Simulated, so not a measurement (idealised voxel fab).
The following is a process module called voxel capacitor over wiring.
Pictured: cross-section cut, 250 nm wide, on a grid of 5 nm square cells.
Format of a cross-section: grid, square cells. Given as bands. Order: top down. Band: one or more rows of cells. Heads up on the band format: heights come first, top then bottom, in nm. After that it's the materials left to right, each with its width in nm. A single material flagged "edge to edge" fills the whole band edge to edge, and "blank" means there's empty space there. Convention: height 0 is the level below which the wafer, as received, is all one material. The lowest band does not terminate at the bottom but continues downward, represented as "from 0 down". The expression "30 to 40" gives the width at the extremes of the band, the first number at its top row of cells and the second at its bottom row, with the width changing by equal amounts from each row to the next in between. For the purposes of this document, the phrase "nothing different" attached to a step denotes that no cell within the cross-section was modified by that step. Enclosed voids (no open way to top), threshold 8 cells or more, entry "Trapped void list", notation width x height at distance, distance from left edge, nm. Step line, after settings: the simulator's comment on this step. overlay nm: how far to the right of its planned place the mask lay on this masked step (negative: to the left).
[The following list gives the planned process steps]
1: RECEIVE,material Si
2: CONFORMAL_DEP,material SiO2,thk nm 15
3: DIRECTIONAL_DEP,material TiN,thk nm 5
4: DIRECTIONAL_DEP,material W,thk nm 15
5: MASKED_ETCH,tone cover,mask id METAL_1,width nm 25,pitch nm 75,etch materials W,depth nm 15,overlay nm 0
6: MASKED_ETCH,tone cover,mask id METAL_1,width nm 25,pitch nm 75,etch materials TiN,depth nm 5,overlay nm 0
7: FILL_DEP,material lowk,thk nm 10
8: CMP,height nm 35
9: CONFORMAL_DEP,material SiCN,thk nm 5
10: DIRECTIONAL_DEP,material SiO2,thk nm 15
11: DIRECTIONAL_DEP,material aC,thk nm 15
12: PATTERN,tone open,mask id PLUG_1,material resist,width nm 15,thk nm 30,overlay nm 0
13: DIRECTIONAL_ETCH,etch materials aC,depth nm 15
14: STRIP,etch materials resist
15: DIRECTIONAL_ETCH,etch materials SiO2,depth nm 15
16: DIRECTIONAL_ETCH,etch materials SiCN,depth nm 5
17: STRIP,etch materials aC
18: CONFORMAL_DEP,material TiN,thk nm 5
19: FILL_DEP,material Cu,thk nm 10
20: CMP,height nm 55
21: DIRECTIONAL_DEP,material TiN,thk nm 5
22: DIRECTIONAL_DEP,material Al2O3,thk nm 5
23: DIRECTIONAL_DEP,material TiN,thk nm 10
24: DIRECTIONAL_DEP,material aC,thk nm 10
25: PATTERN,tone cover,mask id UPPER_PLATE,material resist,width nm 55,thk nm 30,overlay nm 0
26: DIRECTIONAL_ETCH,etch materials aC,depth nm 10
27: STRIP,etch materials resist
28: DIRECTIONAL_ETCH,etch materials TiN,depth nm 10
29: DIRECTIONAL_ETCH,etch materials Al2O3,depth nm 5
30: STRIP,etch materials aC
31: DIRECTIONAL_DEP,material aC,thk nm 15
32: PATTERN,tone cover,mask id LOWER_PLATE,material resist,width nm 65,thk nm 30,overlay nm 0
33: DIRECTIONAL_ETCH,etch materials aC,depth nm 15
34: STRIP,etch materials resist
35: DIRECTIONAL_ETCH,etch materials TiN,depth nm 5
36: STRIP,etch materials aC
37: FILL_DEP,material SiO2,thk nm 20
38: CMP,height nm 90
39: DIRECTIONAL_DEP,material aC,thk nm 10
40: PATTERN,tone open,mask id PLUG_2,material resist,width nm 15,thk nm 30,overlay nm 0
41: DIRECTIONAL_ETCH,etch materials aC,depth nm 10
42: STRIP,etch materials resist
43: DIRECTIONAL_ETCH,etch materials SiO2,depth nm 15
44: STRIP,etch materials aC
45: CONFORMAL_DEP,material TiN,thk nm 5
46: FILL_DEP,material W,thk nm 5
47: CMP,height nm 90
48: CONFORMAL_DEP,material SiCN,thk nm 5
[Concerning the first of two wafers, which was run in accordance with the plan]
[The cross-section here shows the wafer as received, i.e. in its state after step 1]
    from 0 down = Si edge to edge
    Trapped void list: none
[So this is the wafer cross-section right after step 2]
    from 15 to 0 = SiO2 edge to edge
    For the remainder of the cross-section, below 0, there is no change.
[So this is the wafer cross-section right after step 3]
    from 20 to 15 = TiN edge to edge
    For the remainder of the cross-section, below 15, there is no change.
[So this is the wafer cross-section right after step 4]
    from 35 to 20 = W edge to edge
    For the remainder of the cross-section, below 20, there is no change.
[So this is the wafer cross-section right after step 5]
    from 35 to 20 = blank 75  W 25  blank 50  W 25  blank 75
    For the remainder of the cross-section, below 20, there is no change.
[So this is the wafer cross-section right after step 6]
    from 35 to 20 = blank 75  W 25  blank 50  W 25  blank 75
    from 20 to 15 = blank 75  TiN 25  blank 50  TiN 25  blank 75
    For the remainder of the cross-section, below 15, there is no change.
[So this is the wafer cross-section right after step 7]
    from 45 to 35 = lowk edge to edge
    from 35 to 20 = lowk 75  W 25  lowk 50  W 25  lowk 75
    from 20 to 15 = lowk 75  TiN 25  lowk 50  TiN 25  lowk 75
    For the remainder of the cross-section, below 15, there is no change.
[So this is the wafer cross-section right after step 8]
    from 35 to 20 = lowk 75  W 25  lowk 50  W 25  lowk 75
    For the remainder of the cross-section, below 20, there is no change.
[So this is the wafer cross-section right after step 9]
    from 40 to 35 = SiCN edge to edge
    For the remainder of the cross-section, below 35, there is no change.
[So this is the wafer cross-section right after step 10]
    from 55 to 40 = SiO2 edge to edge
    For the remainder of the cross-section, below 40, there is no change.
[So this is the wafer cross-section right after step 11]
    from 70 to 55 = aC edge to edge
    For the remainder of the cross-section, below 55, there is no change.
[So this is the wafer cross-section right after step 12]
    from 100 to 70 = resist 85  blank 15  resist 150
    For the remainder of the cross-section, below 70, there is no change.
[So this is the wafer cross-section right after step 13]
    from 85 to 70 = resist 85  blank 15  resist 150
    from 70 to 55 = aC 85  blank 15  aC 150
    For the remainder of the cross-section, below 55, there is no change.
[So this is the wafer cross-section right after step 14]
    from 70 to 55 = aC 85  blank 15  aC 150
    For the remainder of the cross-section, below 55, there is no change.
[So this is the wafer cross-section right after step 15]
    from 70 to 55 = aC 85  blank 15  aC 150
    from 55 to 40 = SiO2 85  blank 15  SiO2 150
    For the remainder of the cross-section, below 40, there is no change.
[So this is the wafer cross-section right after step 16]
    from 70 to 55 = aC 85  blank 15  aC 150
    from 55 to 40 = SiO2 85  blank 15  SiO2 150
    from 40 to 35 = SiCN 85  blank 15  SiCN 150
    For the remainder of the cross-section, below 35, there is no change.
[So this is the wafer cross-section right after step 17]
    from 55 to 40 = SiO2 85  blank 15  SiO2 150
    For the remainder of the cross-section, below 40, there is no change.
[So this is the wafer cross-section right after step 18]
    from 60 to 55 = TiN 90  blank 5  TiN 155
    from 55 to 40 = SiO2 85  TiN 5  blank 5  TiN 5  SiO2 150
    from 40 to 35 = SiCN 85  TiN 15  SiCN 150
    For the remainder of the cross-section, below 35, there is no change.
[So this is the wafer cross-section right after step 19]
    from 70 to 60 = Cu edge to edge
    from 60 to 55 = TiN 90  Cu 5  TiN 155
    from 55 to 40 = SiO2 85  TiN 5  Cu 5  TiN 5  SiO2 150
    For the remainder of the cross-section, below 40, there is no change.
[So this is the wafer cross-section right after step 20]
    from 55 to 40 = SiO2 85  TiN 5  Cu 5  TiN 5  SiO2 150
    For the remainder of the cross-section, below 40, there is no change.
[So this is the wafer cross-section right after step 21]
    from 60 to 55 = TiN edge to edge
    For the remainder of the cross-section, below 55, there is no change.
[So this is the wafer cross-section right after step 22]
    from 65 to 60 = Al2O3 edge to edge
    For the remainder of the cross-section, below 60, there is no change.
[So this is the wafer cross-section right after step 23]
    from 75 to 65 = TiN edge to edge
    For the remainder of the cross-section, below 65, there is no change.
[So this is the wafer cross-section right after step 24]
    from 85 to 75 = aC edge to edge
    For the remainder of the cross-section, below 75, there is no change.
[So this is the wafer cross-section right after step 25]
    from 115 to 85 = blank 85  resist 55  blank 110
    For the remainder of the cross-section, below 85, there is no change.
[So this is the wafer cross-section right after step 26]
    from 105 to 85 = blank 85  resist 55  blank 110
    from 85 to 75 = blank 85  aC 55  blank 110
    For the remainder of the cross-section, below 75, there is no change.
[So this is the wafer cross-section right after step 27]
    from 85 to 75 = blank 85  aC 55  blank 110
    For the remainder of the cross-section, below 75, there is no change.
[So this is the wafer cross-section right after step 28]
    from 85 to 75 = blank 85  aC 55  blank 110
    from 75 to 65 = blank 85  TiN 55  blank 110
    For the remainder of the cross-section, below 65, there is no change.
[So this is the wafer cross-section right after step 29]
    from 85 to 75 = blank 85  aC 55  blank 110
    from 75 to 65 = blank 85  TiN 55  blank 110
    from 65 to 60 = blank 85  Al2O3 55  blank 110
    For the remainder of the cross-section, below 60, there is no change.
[So this is the wafer cross-section right after step 30]
    from 75 to 65 = blank 85  TiN 55  blank 110
    For the remainder of the cross-section, below 65, there is no change.
[So this is the wafer cross-section right after step 31]
    from 90 to 75 = blank 85  aC 55  blank 110
    from 75 to 65 = aC 85  TiN 55  aC 110
    from 65 to 60 = aC 85  Al2O3 55  aC 110
    For the remainder of the cross-section, below 60, there is no change.
[So this is the wafer cross-section right after step 32]
    from 120 to 90 = blank 80  resist 65  blank 105
    from 90 to 75 = blank 80  resist 5  aC 55  resist 5  blank 105
    For the remainder of the cross-section, below 75, there is no change.
[So this is the wafer cross-section right after step 33]
    from 105 to 90 = blank 80  resist 65  blank 105
    from 90 to 75 = blank 80  resist 5  aC 55  resist 5  blank 105
    from 75 to 65 = blank 80  aC 5  TiN 55  aC 5  blank 105
    from 65 to 60 = blank 80  aC 5  Al2O3 55  aC 5  blank 105
    For the remainder of the cross-section, below 60, there is no change.
[So this is the wafer cross-section right after step 34]
    from 90 to 75 = blank 85  aC 55  blank 110
    For the remainder of the cross-section, below 75, there is no change.
[So this is the wafer cross-section right after step 35]
    from 90 to 75 = blank 85  aC 55  blank 110
    from 75 to 65 = blank 80  aC 5  TiN 55  aC 5  blank 105
    from 65 to 60 = blank 80  aC 5  Al2O3 55  aC 5  blank 105
    from 60 to 55 = blank 80  TiN 65  blank 105
    For the remainder of the cross-section, below 55, there is no change.
[So this is the wafer cross-section right after step 36]
    from 75 to 65 = blank 85  TiN 55  blank 110
    from 65 to 60 = blank 85  Al2O3 55  blank 110
    For the remainder of the cross-section, below 60, there is no change.
[So this is the wafer cross-section right after step 37]
    from 95 to 75 = SiO2 edge to edge
    from 75 to 65 = SiO2 85  TiN 55  SiO2 110
    from 65 to 60 = SiO2 85  Al2O3 55  SiO2 110
    from 60 to 55 = SiO2 80  TiN 65  SiO2 105
    For the remainder of the cross-section, below 55, there is no change.
[So this is the wafer cross-section right after step 38]
    from 90 to 75 = SiO2 edge to edge
    For the remainder of the cross-section, below 75, there is no change.
[So this is the wafer cross-section right after step 39]
    from 100 to 90 = aC edge to edge
    For the remainder of the cross-section, below 90, there is no change.
[So this is the wafer cross-section right after step 40]
    from 130 to 100 = resist 95  blank 15  resist 140
    For the remainder of the cross-section, below 100, there is no change.
[So this is the wafer cross-section right after step 41]
    from 120 to 100 = resist 95  blank 15  resist 140
    from 100 to 90 = aC 95  blank 15  aC 140
    For the remainder of the cross-section, below 90, there is no change.
[So this is the wafer cross-section right after step 42]
    from 100 to 90 = aC 95  blank 15  aC 140
    For the remainder of the cross-section, below 90, there is no change.
[So this is the wafer cross-section right after step 43]
    from 100 to 90 = aC 95  blank 15  aC 140
    from 90 to 75 = SiO2 95  blank 15  SiO2 140
    For the remainder of the cross-section, below 75, there is no change.
[So this is the wafer cross-section right after step 44]
    from 90 to 75 = SiO2 95  blank 15  SiO2 140
    For the remainder of the cross-section, below 75, there is no change.
[So this is the wafer cross-section right after step 45]
    from 95 to 90 = TiN 100  blank 5  TiN 145
    from 90 to 80 = SiO2 95  TiN 5  blank 5  TiN 5  SiO2 140
    from 80 to 75 = SiO2 95  TiN 15  SiO2 140
    For the remainder of the cross-section, below 75, there is no change.
[So this is the wafer cross-section right after step 46]
    from 100 to 95 = W edge to edge
    from 95 to 90 = TiN 100  W 5  TiN 145
    from 90 to 80 = SiO2 95  TiN 5  W 5  TiN 5  SiO2 140
    For the remainder of the cross-section, below 80, there is no change.
[So this is the wafer cross-section right after step 47]
    from 90 to 80 = SiO2 95  TiN 5  W 5  TiN 5  SiO2 140
    For the remainder of the cross-section, below 80, there is no change.
[So this is the wafer cross-section right after step 48]
    from 95 to 90 = SiCN edge to edge
    For the remainder of the cross-section, below 90, there is no change.
[Notes, second wafer: start = first wafer's, plan = first wafer's, execution had one mistake; history identical to first through step 21]
[Cross-sectional view of the second wafer at the intended end time of process step 22]
    from 75 to 60 = Al2O3 edge to edge
    For the remainder of the cross-section, below 60, there is no change.
[Cross-sectional view of the second wafer at the intended end time of process step 23]
    from 85 to 75 = TiN edge to edge
    For the remainder of the cross-section, below 75, there is no change.
[Cross-sectional view of the second wafer at the intended end time of process step 24]
    from 95 to 85 = aC edge to edge
    For the remainder of the cross-section, below 85, there is no change.
[Cross-sectional view of the second wafer at the intended end time of process step 25]
    from 125 to 95 = blank 85  resist 55  blank 110
    For the remainder of the cross-section, below 95, there is no change.
[Cross-sectional view of the second wafer at the intended end time of process step 26]
    from 115 to 95 = blank 85  resist 55  blank 110
    from 95 to 85 = blank 85  aC 55  blank 110
    For the remainder of the cross-section, below 85, there is no change.
[Cross-sectional view of the second wafer at the intended end time of process step 27]
    from 95 to 85 = blank 85  aC 55  blank 110
    For the remainder of the cross-section, below 85, there is no change.
[Cross-sectional view of the second wafer at the intended end time of process step 28]
    from 95 to 85 = blank 85  aC 55  blank 110
    from 85 to 75 = blank 85  TiN 55  blank 110
    For the remainder of the cross-section, below 75, there is no change.
[Cross-sectional view of the second wafer at the intended end time of process step 29]
    from 95 to 85 = blank 85  aC 55  blank 110
    from 85 to 75 = blank 85  TiN 55  blank 110
    from 75 to 70 = blank 85  Al2O3 55  blank 110
    For the remainder of the cross-section, below 70, there is no change.
[Cross-sectional view of the second wafer at the intended end time of process step 30]
    from 85 to 75 = blank 85  TiN 55  blank 110
    For the remainder of the cross-section, below 75, there is no change.
[Cross-sectional view of the second wafer at the intended end time of process step 31]
    from 100 to 85 = blank 85  aC 55  blank 110
    from 85 to 75 = aC 85  TiN 55  aC 110
    from 75 to 70 = aC 85  Al2O3 55  aC 110
    For the remainder of the cross-section, below 70, there is no change.
[Cross-sectional view of the second wafer at the intended end time of process step 32]
    from 130 to 100 = blank 80  resist 65  blank 105
    from 100 to 85 = blank 80  resist 5  aC 55  resist 5  blank 105
    For the remainder of the cross-section, below 85, there is no change.
[Cross-sectional view of the second wafer at the intended end time of process step 33]
    from 115 to 100 = blank 80  resist 65  blank 105
    from 100 to 85 = blank 80  resist 5  aC 55  resist 5  blank 105
    from 85 to 75 = blank 80  aC 5  TiN 55  aC 5  blank 105
    from 75 to 70 = blank 80  aC 5  Al2O3 55  aC 5  blank 105
    For the remainder of the cross-section, below 70, there is no change.
[Cross-sectional view of the second wafer at the intended end time of process step 34]
    from 100 to 85 = blank 85  aC 55  blank 110
    For the remainder of the cross-section, below 85, there is no change.
Cross-sectional view of the second wafer at the intended end time of process step 35: nothing different
[Cross-sectional view of the second wafer at the intended end time of process step 36]
    from 85 to 75 = blank 85  TiN 55  blank 110
    from 75 to 70 = blank 85  Al2O3 55  blank 110
    For the remainder of the cross-section, below 70, there is no change.
[Cross-sectional view of the second wafer at the intended end time of process step 37]
    from 105 to 85 = SiO2 edge to edge
    from 85 to 75 = SiO2 85  TiN 55  SiO2 110
    from 75 to 70 = SiO2 85  Al2O3 55  SiO2 110
    For the remainder of the cross-section, below 70, there is no change.
[Cross-sectional view of the second wafer at the intended end time of process step 38]
    from 90 to 85 = SiO2 edge to edge
    For the remainder of the cross-section, below 85, there is no change.
[Cross-sectional view of the second wafer at the intended end time of process step 39]
    from 100 to 90 = aC edge to edge
    For the remainder of the cross-section, below 90, there is no change.
[Cross-sectional view of the second wafer at the intended end time of process step 40]
    from 130 to 100 = resist 95  blank 15  resist 140
    For the remainder of the cross-section, below 100, there is no change.
[Cross-sectional view of the second wafer at the intended end time of process step 41]
    from 120 to 100 = resist 95  blank 15  resist 140
    from 100 to 90 = aC 95  blank 15  aC 140
    For the remainder of the cross-section, below 90, there is no change.
[Cross-sectional view of the second wafer at the intended end time of process step 42]
    from 100 to 90 = aC 95  blank 15  aC 140
    For the remainder of the cross-section, below 90, there is no change.
[Cross-sectional view of the second wafer at the intended end time of process step 43]
    from 100 to 90 = aC 95  blank 15  aC 140
    from 90 to 85 = SiO2 95  blank 15  SiO2 140
    For the remainder of the cross-section, below 85, there is no change.
[Cross-sectional view of the second wafer at the intended end time of process step 44]
    from 90 to 85 = SiO2 95  blank 15  SiO2 140
    For the remainder of the cross-section, below 85, there is no change.
[Cross-sectional view of the second wafer at the intended end time of process step 45]
    from 95 to 90 = TiN 100  blank 5  TiN 145
    from 90 to 85 = SiO2 95  TiN 15  SiO2 140
    For the remainder of the cross-section, below 85, there is no change.
[Cross-sectional view of the second wafer at the intended end time of process step 46]
    from 100 to 95 = W edge to edge
    from 95 to 90 = TiN 100  W 5  TiN 145
    For the remainder of the cross-section, below 90, there is no change.
[Cross-sectional view of the second wafer at the intended end time of process step 47]
    from 90 to 85 = SiO2 95  TiN 15  SiO2 140
    For the remainder of the cross-section, below 85, there is no change.
[Cross-sectional view of the second wafer at the intended end time of process step 48]
    from 95 to 90 = SiCN edge to edge
    For the remainder of the cross-section, below 90, there is no change.
Misprocessing identified: for step 22, the planned setting was not used; the step was instead run as DIRECTIONAL_DEP,material Al2O3,thk nm 15
It is noted that, at the conclusion of processing, the second wafer exhibits a higher or lower cell count for certain materials relative to the first: 100 more of Al2O3; 131 fewer of SiO2; 33 more of TiN; 2 fewer of W
